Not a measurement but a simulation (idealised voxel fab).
Herein follows the process module entitled voxel fin reveal.
The figure presents cross-section cut, which has a width of 215 nm and is divided into square cells with an edge length of 5 nm.
Cross-section, as written here: a square-cell grid given band by band from the top down, where a band holds one or more rows of cells.
Top height, bottom height, nm. Materials left to right, width each, nm. Single material + "full width" = fills band edge to edge. "air" = empty.
The reference from which all heights are counted is 0, the level beneath which the as-received wafer is entirely one material; the lowest band, having no lower bound, proceeds downward and is written after the example "0..down".
Read "30->40" as a graded width: first number on top, second number at the bottom, same change between each pair of neighbouring rows.
Where a step carries "nothing changed", the cross-section came out of it unchanged, cell for cell.
Closed-off voids of 8+ cells (no open route to the top) go in "Completely sealed voids", written width x height at distance from the left edge, in nm.
On a step's line, text after the settings is the simulator commenting on that step.
overlay nm: mask offset rightward from planned place, masked step; negative means leftward offset.
**Intended process steps**
1. RECEIVE | material Si
2. CONFORMAL_DEP | material SiN | thk nm 5
3. PATTERN | tone cover | mask id FINS | material resist | width nm 15 | pitch nm 40 | thk nm 15 | overlay nm 0
4. DIRECTIONAL_ETCH | etch materials SiN | depth nm 5
5. DIRECTIONAL_ETCH | etch materials Si | depth nm 40
6. STRIP | etch materials resist
7. FILL_DEP | material SiO2 | thk nm 15
8. CMP | height nm 5
9. SELECTIVE_ETCH | etch materials SiO2 | depth nm 15
10. STRIP | etch materials SiN
**Step 1 complete: cross-section of the wafer as received**
* 0..down  Si full width
* Completely sealed voids: none
**Starting structure and process plan are as shown above, but one mistake was made in running the module; the wafer cross-section at the end of the module follows**
* 5..0  60 of air, 15 of SiN, 25 of air, 15 of SiN, 25 of air, 15 of SiN, 60 of air
* 0..-10  60 of air, 15 of Si, 25 of air, 15 of Si, 25 of air, 15 of Si, 60 of air
* -10..-40  60 of SiO2, 15 of Si, 25 of SiO2, 15 of Si, 25 of SiO2, 15 of Si, 60 of SiO2
* -40..down  Si full width
* Completely sealed voids: none
Error vs. plan: no execution of plan step 10; skipped
